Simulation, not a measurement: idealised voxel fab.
Documented hereafter: the process module known as voxel ribs on slabs.
FYI the section here is cut, 155 nm wide, cells are 5 nm squares.
For the purposes of this document, a cross-section shall be understood as a grid of square cells, specified as bands listed in top-to-bottom order, each band consisting of one or more rows of cells.
Quick guide to a band line: top height, bottom height (nm) up front; then every material left to right with its width in nm. Only one material and it's marked "everywhere"? Then it fills the band edge to edge. And "empty" just means empty space.
Ref level 0: as-received wafer is one material below here. Bottom band extends down with no lower bound ("top 0, no bottom").
So if you see something like "30 to 40" for the width, read it as the top row of the band sitting at the first number and the bottom row at the second, with every row in between moving by the same amount as the last.
Where the words "no modification" appear for a step, the cross-section shows no cell changed by that step; every cell remained as before.
Look at "closed voids" for the closed voids: empty spaces with no open path to the top, sized 8 cells or up. Each is width x height at distance, distance from the left edge, all nm.
Formally, on a step line, whatever follows the settings is a remark that the simulator itself makes on the step.
overlay nm: on a step with a mask, how far right of its planned place the mask lay; negative means left.
Every pair from here on: before one process step, after it. The after cross-section reaches only to the lowest band that changed. Below the pair: the step in between and its settings. Pairs can belong to different runs of this module on the same starting wafer; a pair carries on from the pair above only if the entry headed "Structure before processing" says so.

# Structure before processing
- top 0, no bottom | Si everywhere
- closed voids: none

# As Processed
- top 30, bottom 0 | SiO2 everywhere
- Lower than 0, everything is as it was.
- closed voids: none
Step between the cross-sections above: DIRECTIONAL_DEP, material SiO2, thk nm 30

Structure before processing: starting point is the after cross-section of the pair just above.

# As Processed
- top 55, bottom 30 | SiN everywhere
- Lower than 30, everything is as it was.
- closed voids: none
Step between the cross-sections above: DIRECTIONAL_DEP, material SiN, thk nm 25

Structure before processing: starting point is the after cross-section of the pair just above.

# As Processed
- top 70, bottom 55 | empty: 65 | resist: 20 | empty: 70
- Lower than 55, everything is as it was.
- closed voids: none
Step between the cross-sections above: PATTERN, tone cover, mask id RIB, material resist, width nm 20, thk nm 15, overlay nm 0

Structure before processing: starting point is the after cross-section of the pair just above.

# As Processed
- top 70, bottom 55 | empty: 65 | resist: 20 | empty: 70
- top 55, bottom 35 | empty: 65 | SiN: 20 | empty: 70
- Lower than 35, everything is as it was.
- closed voids: none
Step between the cross-sections above: DIRECTIONAL_ETCH, etch materials SiN, depth nm 20

Structure before processing: starting point is the after cross-section of the pair just above.

# As Processed
- top 55, bottom 35 | empty: 65 | SiN: 20 | empty: 70
- Lower than 35, everything is as it was.
- closed voids: none
Step between the cross-sections above: STRIP, etch materials resist

Structure before processing: starting point is the after cross-section of the pair just above.

# As Processed
- top 55, bottom 35 | empty: 65 | SiN: 20 | empty: 70
- top 35, bottom 30 | empty: 50 | SiN: 50 | empty: 55
- Lower than 30, everything is as it was.
- closed voids: none
Step between the cross-sections above: MASKED_ETCH, tone cover, mask id SLAB, width nm 50, etch materials SiN, depth nm 5, overlay nm 0

Structure before processing: starting point is the after cross-section of the pair just above.

# As Processed
- top 75, bottom 55 | SiO2 everywhere
- top 55, bottom 35 | SiO2: 65 | SiN: 20 | SiO2: 70
- top 35, bottom 30 | SiO2: 50 | SiN: 50 | SiO2: 55
- Lower than 30, everything is as it was.
- closed voids: none
Step between the cross-sections above: FILL_DEP, material SiO2, thk nm 20

Structure before processing: starting point is the after cross-section of the pair just above.

# As Processed
- top 70, bottom 55 | SiO2 everywhere
- Lower than 55, everything is as it was.
- closed voids: none
Step between the cross-sections above: CMP, height nm 70

Structure before processing: starting point is the after cross-section of the pair just above.

# As Processed
- top 80, bottom 70 | W everywhere
- Lower than 70, everything is as it was.
- closed voids: none
Step between the cross-sections above: DIRECTIONAL_DEP, material W, thk nm 10

Structure before processing: starting point is the after cross-section of the pair just above.

# As Processed
- top 95, bottom 80 | aC everywhere
- Lower than 80, everything is as it was.
- closed voids: none
Step between the cross-sections above: DIRECTIONAL_DEP, material aC, thk nm 15

Structure before processing: starting point is the after cross-section of the pair just above.

# As Processed
- top 125, bottom 95 | empty: 60 | resist: 30 | empty: 65
- Lower than 95, everything is as it was.
- closed voids: none
Step between the cross-sections above: PATTERN, tone cover, mask id HEATER, material resist, width nm 30, thk nm 30, overlay nm 0

Structure before processing: starting point is the after cross-section of the pair just above.

# As Processed
- top 110, bottom 95 | empty: 60 | resist: 30 | empty: 65
- top 95, bottom 80 | empty: 60 | aC: 30 | empty: 65
- Lower than 80, everything is as it was.
- closed voids: none
Step between the cross-sections above: DIRECTIONAL_ETCH, etch materials aC, depth nm 15

Structure before processing: starting point is the after cross-section of the pair just above.

# As Processed
- top 95, bottom 80 | empty: 60 | aC: 30 | empty: 65
- Lower than 80, everything is as it was.
- closed voids: none
Step between the cross-sections above: STRIP, etch materials resist

Structure before processing: starting point is the after cross-section of the pair just above.

# As Processed
- top 95, bottom 80 | empty: 60 | aC: 30 | empty: 65
- top 80, bottom 70 | empty: 60 | W: 30 | empty: 65
- Lower than 70, everything is as it was.
- closed voids: none
Step between the cross-sections above: DIRECTIONAL_ETCH, etch materials W, depth nm 10

Structure before processing: starting point is the after cross-section of the pair just above.

# As Processed
- top 80, bottom 70 | empty: 60 | W: 30 | empty: 65
- Lower than 70, everything is as it was.
- closed voids: none
Step between the cross-sections above: STRIP, etch materials aC

Structure before processing: starting point is the after cross-section of the pair just above.

# As Processed
- top 85, bottom 80 | empty: 55 | SiN: 40 | empty: 60
- top 80, bottom 75 | empty: 55 | SiN: 5 | W: 30 | SiN: 5 | empty: 60
- top 75, bottom 70 | SiN: 60 | W: 30 | SiN: 65
- Lower than 70, everything is as it was.
- closed voids: none
Step between the cross-sections above: CONFORMAL_DEP, material SiN, thk nm 5

# Structure before processing
- top 30, bottom 0 | SiO2 everywhere
- top 0, no bottom | Si everywhere
- closed voids: none

# As Processed
- top 60, bottom 0 | SiO2 everywhere
- Lower than 0, everything is as it was.
- closed voids: none
Step between the cross-sections above: DIRECTIONAL_DEP, material SiO2, thk nm 30

Structure before processing: starting point is the after cross-section of the pair just above.

# As Processed
- top 85, bottom 60 | SiN everywhere
- Lower than 60, everything is as it was.
- closed voids: none
Step between the cross-sections above: DIRECTIONAL_DEP, material SiN, thk nm 25

Structure before processing: starting point is the after cross-section of the pair just above.

# As Processed
- top 100, bottom 85 | empty: 65 | resist: 20 | empty: 70
- Lower than 85, everything is as it was.
- closed voids: none
Step between the cross-sections above: PATTERN, tone cover, mask id RIB, material resist, width nm 20, thk nm 15, overlay nm 0

Structure before processing: starting point is the after cross-section of the pair just above.

# As Processed
- top 100, bottom 85 | empty: 65 | resist: 20 | empty: 70
- top 85, bottom 65 | empty: 65 | SiN: 20 | empty: 70
- Lower than 65, everything is as it was.
- closed voids: none
Step between the cross-sections above: DIRECTIONAL_ETCH, etch materials SiN, depth nm 20

Structure before processing: starting point is the after cross-section of the pair just above.

# As Processed
- top 85, bottom 65 | empty: 65 | SiN: 20 | empty: 70
- Lower than 65, everything is as it was.
- closed voids: none
Step between the cross-sections above: STRIP, etch materials resist

Structure before processing: starting point is the after cross-section of the pair just above.

# As Processed
- top 85, bottom 65 | empty: 65 | SiN: 20 | empty: 70
- top 65, bottom 60 | empty: 50 | SiN: 50 | empty: 55
- Lower than 60, everything is as it was.
- closed voids: none
Step between the cross-sections above: MASKED_ETCH, tone cover, mask id SLAB, width nm 50, etch materials SiN, depth nm 5, overlay nm 0

Structure before processing: starting point is the after cross-section of the pair just above.

# As Processed
- top 105, bottom 85 | SiO2 everywhere
- top 85, bottom 65 | SiO2: 65 | SiN: 20 | SiO2: 70
- top 65, bottom 60 | SiO2: 50 | SiN: 50 | SiO2: 55
- Lower than 60, everything is as it was.
- closed voids: none
Step between the cross-sections above: FILL_DEP, material SiO2, thk nm 20

Structure before processing: starting point is the after cross-section of the pair just above.

# As Processed
- top 70, bottom 60 | SiO2: 65 to 50 | SiN: 20 to 50 | SiO2: 70 to 55
- Lower than 60, everything is as it was.
- closed voids: none
Step between the cross-sections above: CMP, height nm 70

Structure before processing: starting point is the after cross-section of the pair just above.

# As Processed
- top 80, bottom 70 | W everywhere
- Lower than 70, everything is as it was.
- closed voids: none
Step between the cross-sections above: DIRECTIONAL_DEP, material W, thk nm 10

Structure before processing: starting point is the after cross-section of the pair just above.

# As Processed
- top 95, bottom 80 | aC everywhere
- Lower than 80, everything is as it was.
- closed voids: none
Step between the cross-sections above: DIRECTIONAL_DEP, material aC, thk nm 15

Structure before processing: starting point is the after cross-section of the pair just above.

# As Processed
- top 125, bottom 95 | empty: 60 | resist: 30 | empty: 65
- Lower than 95, everything is as it was.
- closed voids: none
Step between the cross-sections above: PATTERN, tone cover, mask id HEATER, material resist, width nm 30, thk nm 30, overlay nm 0

Structure before processing: starting point is the after cross-section of the pair just above.

# As Processed
- top 110, bottom 95 | empty: 60 | resist: 30 | empty: 65
- top 95, bottom 80 | empty: 60 | aC: 30 | empty: 65
- Lower than 80, everything is as it was.
- closed voids: none
Step between the cross-sections above: DIRECTIONAL_ETCH, etch materials aC, depth nm 15

Structure before processing: starting point is the after cross-section of the pair just above.

# As Processed
- top 95, bottom 80 | empty: 60 | aC: 30 | empty: 65
- Lower than 80, everything is as it was.
- closed voids: none
Step between the cross-sections above: STRIP, etch materials resist

Structure before processing: starting point is the after cross-section of the pair just above.

# As Processed
- top 95, bottom 80 | empty: 60 | aC: 30 | empty: 65
- top 80, bottom 70 | empty: 60 | W: 30 | empty: 65
- Lower than 70, everything is as it was.
- closed voids: none
Step between the cross-sections above: DIRECTIONAL_ETCH, etch materials W, depth nm 10

Structure before processing: starting point is the after cross-section of the pair just above.

# As Processed
- top 80, bottom 70 | empty: 60 | W: 30 | empty: 65
- Lower than 70, everything is as it was.
- closed voids: none
Step between the cross-sections above: STRIP, etch materials aC

Structure before processing: starting point is the after cross-section of the pair just above.

# As Processed
- top 85, bottom 80 | empty: 55 | SiN: 40 | empty: 60
- top 80, bottom 75 | empty: 55 | SiN: 5 | W: 30 | SiN: 5 | empty: 60
- top 75, bottom 70 | SiN: 60 | W: 30 | SiN: 65
- Lower than 70, everything is as it was.
- closed voids: none
Step between the cross-sections above: CONFORMAL_DEP, material SiN, thk nm 5

# Structure before processing
- top 0, no bottom | Si everywhere
- closed voids: none

# As Processed
- top 25, bottom 0 | SiN everywhere
- Lower than 0, everything is as it was.
- closed voids: none
Step between the cross-sections above: DIRECTIONAL_DEP, material SiN, thk nm 25

Structure before processing: starting point is the after cross-section of the pair just above.

# As Processed
- top 55, bottom 25 | SiO2 everywhere
- Lower than 25, everything is as it was.
- closed voids: none
Step between the cross-sections above: DIRECTIONAL_DEP, material SiO2, thk nm 30

Structure before processing: starting point is the after cross-section of the pair just above.

# As Processed
- top 70, bottom 55 | empty: 65 | resist: 20 | empty: 70
- Lower than 55, everything is as it was.
- closed voids: none
Step between the cross-sections above: PATTERN, tone cover, mask id RIB, material resist, width nm 20, thk nm 15, overlay nm 0

Structure before processing: starting point is the after cross-section of the pair just above.

# As Processed
- top 55, bottom 25 | SiO2 everywhere
- Lower than 25, everything is as it was.
- closed voids: none
Step between the cross-sections above: STRIP, etch materials resist

Structure before processing: starting point is the after cross-section of the pair just above.

# As Processed
- top 75, bottom 25 | SiO2 everywhere
- Lower than 25, everything is as it was.
- closed voids: none
Step between the cross-sections above: FILL_DEP, material SiO2, thk nm 20

Structure before processing: starting point is the after cross-section of the pair just above.

# As Processed
- top 70, bottom 25 | SiO2 everywhere
- Lower than 25, everything is as it was.
- closed voids: none
Step between the cross-sections above: CMP, height nm 70

Structure before processing: starting point is the after cross-section of the pair just above.

# As Processed
- top 80, bottom 70 | W everywhere
- Lower than 70, everything is as it was.
- closed voids: none
Step between the cross-sections above: DIRECTIONAL_DEP, material W, thk nm 10

Structure before processing: starting point is the after cross-section of the pair just above.

# As Processed
- top 95, bottom 80 | aC everywhere
- Lower than 80, everything is as it was.
- closed voids: none
Step between the cross-sections above: DIRECTIONAL_DEP, material aC, thk nm 15

Structure before processing: starting point is the after cross-section of the pair just above.

# As Processed
- top 125, bottom 95 | empty: 60 | resist: 30 | empty: 65
- Lower than 95, everything is as it was.
- closed voids: none
Step between the cross-sections above: PATTERN, tone cover, mask id HEATER, material resist, width nm 30, thk nm 30, overlay nm 0

Structure before processing: starting point is the after cross-section of the pair just above.

# As Processed
- top 110, bottom 95 | empty: 60 | resist: 30 | empty: 65
- top 95, bottom 80 | empty: 60 | aC: 30 | empty: 65
- Lower than 80, everything is as it was.
- closed voids: none
Step between the cross-sections above: DIRECTIONAL_ETCH, etch materials aC, depth nm 15

Structure before processing: starting point is the after cross-section of the pair just above.

# As Processed
- top 95, bottom 80 | empty: 60 | aC: 30 | empty: 65
- Lower than 80, everything is as it was.
- closed voids: none
Step between the cross-sections above: STRIP, etch materials resist

Structure before processing: starting point is the after cross-section of the pair just above.

# As Processed
- top 95, bottom 80 | empty: 60 | aC: 30 | empty: 65
- top 80, bottom 70 | empty: 60 | W: 30 | empty: 65
- Lower than 70, everything is as it was.
- closed voids: none
Step between the cross-sections above: DIRECTIONAL_ETCH, etch materials W, depth nm 10

Structure before processing: starting point is the after cross-section of the pair just above.

# As Processed
- top 80, bottom 70 | empty: 60 | W: 30 | empty: 65
- Lower than 70, everything is as it was.
- closed voids: none
Step between the cross-sections above: STRIP, etch materials aC

Structure before processing: starting point is the after cross-section of the pair just above.

# As Processed
- top 85, bottom 80 | empty: 55 | SiN: 40 | empty: 60
- top 80, bottom 75 | empty: 55 | SiN: 5 | W: 30 | SiN: 5 | empty: 60
- top 75, bottom 70 | SiN: 60 | W: 30 | SiN: 65
- Lower than 70, everything is as it was.
- closed voids: none
Step between the cross-sections above: CONFORMAL_DEP, material SiN, thk nm 5

# Structure before processing
- top 0, no bottom | Si everywhere
- closed voids: none

# As Processed
- top 40, bottom 0 | SiO2 everywhere
- Lower than 0, everything is as it was.
- closed voids: none
Step between the cross-sections above: DIRECTIONAL_DEP, material SiO2, thk nm 40

Structure before processing: starting point is the after cross-section of the pair just above.

# As Processed
- top 65, bottom 40 | SiN everywhere
- Lower than 40, everything is as it was.
- closed voids: none
Step between the cross-sections above: DIRECTIONAL_DEP, material SiN, thk nm 25

Structure before processing: starting point is the after cross-section of the pair just above.

# As Processed
- top 80, bottom 65 | empty: 65 | resist: 20 | empty: 70
- Lower than 65, everything is as it was.
- closed voids: none
Step between the cross-sections above: PATTERN, tone cover, mask id RIB, material resist, width nm 20, thk nm 15, overlay nm 0

Structure before processing: starting point is the after cross-section of the pair just above.

# As Processed
- top 80, bottom 65 | empty: 65 | resist: 20 | empty: 70
- top 65, bottom 45 | empty: 65 | SiN: 20 | empty: 70
- Lower than 45, everything is as it was.
- closed voids: none
Step between the cross-sections above: DIRECTIONAL_ETCH, etch materials SiN, depth nm 20

Structure before processing: starting point is the after cross-section of the pair just above.

# As Processed
- top 65, bottom 45 | empty: 65 | SiN: 20 | empty: 70
- Lower than 45, everything is as it was.
- closed voids: none
Step between the cross-sections above: STRIP, etch materials resist

Structure before processing: starting point is the after cross-section of the pair just above.

# As Processed
- top 65, bottom 45 | empty: 65 | SiN: 20 | empty: 70
- top 45, bottom 40 | empty: 50 | SiN: 50 | empty: 55
- Lower than 40, everything is as it was.
- closed voids: none
Step between the cross-sections above: MASKED_ETCH, tone cover, mask id SLAB, width nm 50, etch materials SiN, depth nm 5, overlay nm 0

Structure before processing: starting point is the after cross-section of the pair just above.

# As Processed
- top 85, bottom 65 | SiO2 everywhere
- top 65, bottom 45 | SiO2: 65 | SiN: 20 | SiO2: 70
- top 45, bottom 40 | SiO2: 50 | SiN: 50 | SiO2: 55
- Lower than 40, everything is as it was.
- closed voids: none
Step between the cross-sections above: FILL_DEP, material SiO2, thk nm 20

Structure before processing: starting point is the after cross-section of the pair just above.

# As Processed
- top 70, bottom 65 | SiO2 everywhere
- Lower than 65, everything is as it was.
- closed voids: none
Step between the cross-sections above: CMP, height nm 70

Structure before processing: starting point is the after cross-section of the pair just above.

# As Processed
- top 80, bottom 70 | W everywhere
- Lower than 70, everything is as it was.
- closed voids: none
Step between the cross-sections above: DIRECTIONAL_DEP, material W, thk nm 10

Structure before processing: starting point is the after cross-section of the pair just above.

# As Processed
- top 95, bottom 80 | aC everywhere
- Lower than 80, everything is as it was.
- closed voids: none
Step between the cross-sections above: DIRECTIONAL_DEP, material aC, thk nm 15

Structure before processing: starting point is the after cross-section of the pair just above.

# As Processed
- top 125, bottom 95 | empty: 60 | resist: 30 | empty: 65
- Lower than 95, everything is as it was.
- closed voids: none
Step between the cross-sections above: PATTERN, tone cover, mask id HEATER, material resist, width nm 30, thk nm 30, overlay nm 0

Structure before processing: starting point is the after cross-section of the pair just above.

# As Processed
- top 110, bottom 95 | empty: 60 | resist: 30 | empty: 65
- top 95, bottom 80 | empty: 60 | aC: 30 | empty: 65
- Lower than 80, everything is as it was.
- closed voids: none
Step between the cross-sections above: DIRECTIONAL_ETCH, etch materials aC, depth nm 15

Structure before processing: starting point is the after cross-section of the pair just above.

# As Processed
- top 95, bottom 80 | empty: 60 | aC: 30 | empty: 65
- Lower than 80, everything is as it was.
- closed voids: none
Step between the cross-sections above: STRIP, etch materials resist

Structure before processing: starting point is the after cross-section of the pair just above.

# As Processed
- top 95, bottom 80 | empty: 60 | aC: 30 | empty: 65
- top 80, bottom 70 | empty: 60 | W: 30 | empty: 65
- Lower than 70, everything is as it was.
- closed voids: none
Step between the cross-sections above: DIRECTIONAL_ETCH, etch materials W, depth nm 10

Structure before processing: starting point is the after cross-section of the pair just above.

# As Processed
- top 80, bottom 70 | empty: 60 | W: 30 | empty: 65
- Lower than 70, everything is as it was.
- closed voids: none
Step between the cross-sections above: STRIP, etch materials aC

Structure before processing: starting point is the after cross-section of the pair just above.

# As Processed
- top 85, bottom 80 | empty: 55 | SiN: 40 | empty: 60
- top 80, bottom 75 | empty: 55 | SiN: 5 | W: 30 | SiN: 5 | empty: 60
- top 75, bottom 70 | SiN: 60 | W: 30 | SiN: 65
- Lower than 70, everything is as it was.
- closed voids: none
Step between the cross-sections above: CONFORMAL_DEP, material SiN, thk nm 5

# Structure before processing
- top 55, bottom 30 | SiN everywhere
- top 30, bottom 0 | SiO2 everywhere
- top 0, no bottom | Si everywhere
- closed voids: none

# As Processed
- top 70, bottom 55 | empty: 60 | resist: 30 | empty: 65
- Lower than 55, everything is as it was.
- closed voids: none
Step between the cross-sections above: PATTERN, tone cover, mask id RIB, material resist, width nm 30, thk nm 15, overlay nm 0

Structure before processing: starting point is the after cross-section of the pair just above.

# As Processed
- top 70, bottom 55 | empty: 60 | resist: 30 | empty: 65
- top 55, bottom 35 | empty: 60 | SiN: 30 | empty: 65
- Lower than 35, everything is as it was.
- closed voids: none
Step between the cross-sections above: DIRECTIONAL_ETCH, etch materials SiN, depth nm 20

Structure before processing: starting point is the after cross-section of the pair just above.

# As Processed
- top 55, bottom 35 | empty: 60 | SiN: 30 | empty: 65
- Lower than 35, everything is as it was.
- closed voids: none
Step between the cross-sections above: STRIP, etch materials resist

Structure before processing: starting point is the after cross-section of the pair just above.

# As Processed
- top 55, bottom 35 | empty: 60 | SiN: 30 | empty: 65
- top 35, bottom 30 | empty: 50 | SiN: 50 | empty: 55
- Lower than 30, everything is as it was.
- closed voids: none
Step between the cross-sections above: MASKED_ETCH, tone cover, mask id SLAB, width nm 50, etch materials SiN, depth nm 5, overlay nm 0

Structure before processing: starting point is the after cross-section of the pair just above.

# As Processed
- top 75, bottom 55 | SiO2 everywhere
- top 55, bottom 35 | SiO2: 60 | SiN: 30 | SiO2: 65
- top 35, bottom 30 | SiO2: 50 | SiN: 50 | SiO2: 55
- Lower than 30, everything is as it was.
- closed voids: none
Step between the cross-sections above: FILL_DEP, material SiO2, thk nm 20

Structure before processing: starting point is the after cross-section of the pair just above.

# As Processed
- top 70, bottom 55 | SiO2 everywhere
- Lower than 55, everything is as it was.
- closed voids: none
Step between the cross-sections above: CMP, height nm 70

Structure before processing: starting point is the after cross-section of the pair just above.

# As Processed
- top 80, bottom 70 | W everywhere
- Lower than 70, everything is as it was.
- closed voids: none
Step between the cross-sections above: DIRECTIONAL_DEP, material W, thk nm 10

Structure before processing: starting point is the after cross-section of the pair just above.

# As Processed
- top 95, bottom 80 | aC everywhere
- Lower than 80, everything is as it was.
- closed voids: none
Step between the cross-sections above: DIRECTIONAL_DEP, material aC, thk nm 15

Structure before processing: starting point is the after cross-section of the pair just above.

# As Processed
- top 125, bottom 95 | empty: 60 | resist: 30 | empty: 65
- Lower than 95, everything is as it was.
- closed voids: none
Step between the cross-sections above: PATTERN, tone cover, mask id HEATER, material resist, width nm 30, thk nm 30, overlay nm 0

Structure before processing: starting point is the after cross-section of the pair just above.

# As Processed
- top 110, bottom 95 | empty: 60 | resist: 30 | empty: 65
- top 95, bottom 80 | empty: 60 | aC: 30 | empty: 65
- Lower than 80, everything is as it was.
- closed voids: none
Step between the cross-sections above: DIRECTIONAL_ETCH, etch materials aC, depth nm 15

Structure before processing: starting point is the after cross-section of the pair just above.

# As Processed
- top 95, bottom 80 | empty: 60 | aC: 30 | empty: 65
- Lower than 80, everything is as it was.
- closed voids: none
Step between the cross-sections above: STRIP, etch materials resist

Structure before processing: starting point is the after cross-section of the pair just above.

# As Processed
- top 95, bottom 80 | empty: 60 | aC: 30 | empty: 65
- top 80, bottom 70 | empty: 60 | W: 30 | empty: 65
- Lower than 70, everything is as it was.
- closed voids: none
Step between the cross-sections above: DIRECTIONAL_ETCH, etch materials W, depth nm 10

Structure before processing: starting point is the after cross-section of the pair just above.

# As Processed
- top 80, bottom 70 | empty: 60 | W: 30 | empty: 65
- Lower than 70, everything is as it was.
- closed voids: none
Step between the cross-sections above: STRIP, etch materials aC

Structure before processing: starting point is the after cross-section of the pair just above.

# As Processed
- top 85, bottom 80 | empty: 55 | SiN: 40 | empty: 60
- top 80, bottom 75 | empty: 55 | SiN: 5 | W: 30 | SiN: 5 | empty: 60
- top 75, bottom 70 | SiN: 60 | W: 30 | SiN: 65
- Lower than 70, everything is as it was.
- closed voids: none
Step between the cross-sections above: CONFORMAL_DEP, material SiN, thk nm 5

# Structure before processing
- top 55, bottom 35 | empty: 65 | SiN: 20 | empty: 70
- top 35, bottom 30 | SiN everywhere
- top 30, bottom 0 | SiO2 everywhere
- top 0, no bottom | Si everywhere
- closed voids: none

# As Processed
- top 55, bottom 35 | empty: 65 | SiN: 20 | empty: 70
- top 35, bottom 30 | empty: 60 | SiN: 50 | empty: 45
- Lower than 30, everything is as it was.
- closed voids: none
Step between the cross-sections above: MASKED_ETCH, tone cover, mask id SLAB, width nm 50, etch materials SiN, depth nm 5, overlay nm 10

Structure before processing: starting point is the after cross-section of the pair just above.

# As Processed
- top 75, bottom 55 | SiO2 everywhere
- top 55, bottom 35 | SiO2: 65 | SiN: 20 | SiO2: 70
- top 35, bottom 30 | SiO2: 60 | SiN: 50 | SiO2: 45
- Lower than 30, everything is as it was.
- closed voids: none
Step between the cross-sections above: FILL_DEP, material SiO2, thk nm 20

Structure before processing: starting point is the after cross-section of the pair just above.

# As Processed
- top 70, bottom 55 | SiO2 everywhere
- Lower than 55, everything is as it was.
- closed voids: none
Step between the cross-sections above: CMP, height nm 70

Structure before processing: starting point is the after cross-section of the pair just above.

# As Processed
- top 80, bottom 70 | W everywhere
- Lower than 70, everything is as it was.
- closed voids: none
Step between the cross-sections above: DIRECTIONAL_DEP, material W, thk nm 10

Structure before processing: starting point is the after cross-section of the pair just above.

# As Processed
- top 95, bottom 80 | aC everywhere
- Lower than 80, everything is as it was.
- closed voids: none
Step between the cross-sections above: DIRECTIONAL_DEP, material aC, thk nm 15

Structure before processing: starting point is the after cross-section of the pair just above.

# As Processed
- top 125, bottom 95 | empty: 60 | resist: 30 | empty: 65
- Lower than 95, everything is as it was.
- closed voids: none
Step between the cross-sections above: PATTERN, tone cover, mask id HEATER, material resist, width nm 30, thk nm 30, overlay nm 0

Structure before processing: starting point is the after cross-section of the pair just above.

# As Processed
- top 110, bottom 95 | empty: 60 | resist: 30 | empty: 65
- top 95, bottom 80 | empty: 60 | aC: 30 | empty: 65
- Lower than 80, everything is as it was.
- closed voids: none
Step between the cross-sections above: DIRECTIONAL_ETCH, etch materials aC, depth nm 15

Structure before processing: starting point is the after cross-section of the pair just above.

# As Processed
- top 95, bottom 80 | empty: 60 | aC: 30 | empty: 65
- Lower than 80, everything is as it was.
- closed voids: none
Step between the cross-sections above: STRIP, etch materials resist

Structure before processing: starting point is the after cross-section of the pair just above.

# As Processed
- top 95, bottom 80 | empty: 60 | aC: 30 | empty: 65
- top 80, bottom 70 | empty: 60 | W: 30 | empty: 65
- Lower than 70, everything is as it was.
- closed voids: none
Step between the cross-sections above: DIRECTIONAL_ETCH, etch materials W, depth nm 10

Structure before processing: starting point is the after cross-section of the pair just above.

# As Processed
- top 80, bottom 70 | empty: 60 | W: 30 | empty: 65
- Lower than 70, everything is as it was.
- closed voids: none
Step between the cross-sections above: STRIP, etch materials aC

Structure before processing: starting point is the after cross-section of the pair just above.

# As Processed
- top 85, bottom 80 | empty: 55 | SiN: 40 | empty: 60
- top 80, bottom 75 | empty: 55 | SiN: 5 | W: 30 | SiN: 5 | empty: 60
- top 75, bottom 70 | SiN: 60 | W: 30 | SiN: 65
- Lower than 70, everything is as it was.
- closed voids: none
Step between the cross-sections above: CONFORMAL_DEP, material SiN, thk nm 5

# Structure before processing
- top 95, bottom 80 | empty: 60 | aC: 30 | empty: 65
- top 80, bottom 70 | empty: 60 | W: 30 | empty: 65
- top 70, bottom 55 | SiO2 everywhere
- top 55, bottom 35 | SiO2: 65 | SiN: 20 | SiO2: 70
- top 35, bottom 30 | SiO2: 50 | SiN: 50 | SiO2: 55
- top 30, bottom 0 | SiO2 everywhere
- top 0, no bottom | Si everywhere
- closed voids: none

# As Processed
- top 0, no bottom | Si everywhere
- closed voids: none
Step between the cross-sections above: STRIP, etch materials SiO2

Structure before processing: starting point is the after cross-section of the pair just above.

# As Processed
- top 5, bottom 0 | SiN everywhere
- Lower than 0, everything is as it was.
- closed voids: none
Step between the cross-sections above: CONFORMAL_DEP, material SiN, thk nm 5

# Structure before processing
- top 55, bottom 35 | empty: 65 | SiN: 20 | empty: 70
- top 35, bottom 30 | SiN everywhere
- top 30, bottom 0 | SiO2 everywhere
- top 0, no bottom | Si everywhere
- closed voids: none

# As Processed
- top 50, bottom 35 | empty: 65 | SiN: 20 | empty: 70
- top 35, bottom 30 | SiN: 50 | empty: 15 | SiN: 20 | empty: 15 | SiN: 55
- Lower than 30, everything is as it was.
- closed voids: none
Step between the cross-sections above: MASKED_ETCH, tone open, mask id SLAB, width nm 50, etch materials SiN, depth nm 5, overlay nm 0

Structure before processing: starting point is the after cross-section of the pair just above.

# As Processed
- top 70, bottom 50 | SiO2 everywhere
- top 50, bottom 35 | SiO2: 65 | SiN: 20 | SiO2: 70
- top 35, bottom 30 | SiN: 50 | SiO2: 15 | SiN: 20 | SiO2: 15 | SiN: 55
- Lower than 30, everything is as it was.
- closed voids: none
Step between the cross-sections above: FILL_DEP, material SiO2, thk nm 20

Structure before processing: starting point is the after cross-section of the pair just above.

# As Processed
- top 80, bottom 70 | W everywhere
- Lower than 70, everything is as it was.
- closed voids: none
Step between the cross-sections above: DIRECTIONAL_DEP, material W, thk nm 10

Structure before processing: starting point is the after cross-section of the pair just above.

# As Processed
- top 95, bottom 80 | aC everywhere
- Lower than 80, everything is as it was.
- closed voids: none
Step between the cross-sections above: DIRECTIONAL_DEP, material aC, thk nm 15

Structure before processing: starting point is the after cross-section of the pair just above.

# As Processed
- top 125, bottom 95 | empty: 60 | resist: 30 | empty: 65
- Lower than 95, everything is as it was.
- closed voids: none
Step between the cross-sections above: PATTERN, tone cover, mask id HEATER, material resist, width nm 30, thk nm 30, overlay nm 0

Structure before processing: starting point is the after cross-section of the pair just above.

# As Processed
- top 110, bottom 95 | empty: 60 | resist: 30 | empty: 65
- top 95, bottom 80 | empty: 60 | aC: 30 | empty: 65
- Lower than 80, everything is as it was.
- closed voids: none
Step between the cross-sections above: DIRECTIONAL_ETCH, etch materials aC, depth nm 15

Structure before processing: starting point is the after cross-section of the pair just above.

# As Processed
- top 95, bottom 80 | empty: 60 | aC: 30 | empty: 65
- Lower than 80, everything is as it was.
- closed voids: none
Step between the cross-sections above: STRIP, etch materials resist

Structure before processing: starting point is the after cross-section of the pair just above.

# As Processed
- top 95, bottom 80 | empty: 60 | aC: 30 | empty: 65
- top 80, bottom 70 | empty: 60 | W: 30 | empty: 65
- Lower than 70, everything is as it was.
- closed voids: none
Step between the cross-sections above: DIRECTIONAL_ETCH, etch materials W, depth nm 10

Structure before processing: starting point is the after cross-section of the pair just above.

# As Processed
- top 80, bottom 70 | empty: 60 | W: 30 | empty: 65
- Lower than 70, everything is as it was.
- closed voids: none
Step between the cross-sections above: STRIP, etch materials aC

Structure before processing: starting point is the after cross-section of the pair just above.

# As Processed
- top 85, bottom 80 | empty: 55 | SiN: 40 | empty: 60
- top 80, bottom 75 | empty: 55 | SiN: 5 | W: 30 | SiN: 5 | empty: 60
- top 75, bottom 70 | SiN: 60 | W: 30 | SiN: 65
- Lower than 70, everything is as it was.
- closed voids: none
Step between the cross-sections above: CONFORMAL_DEP, material SiN, thk nm 5
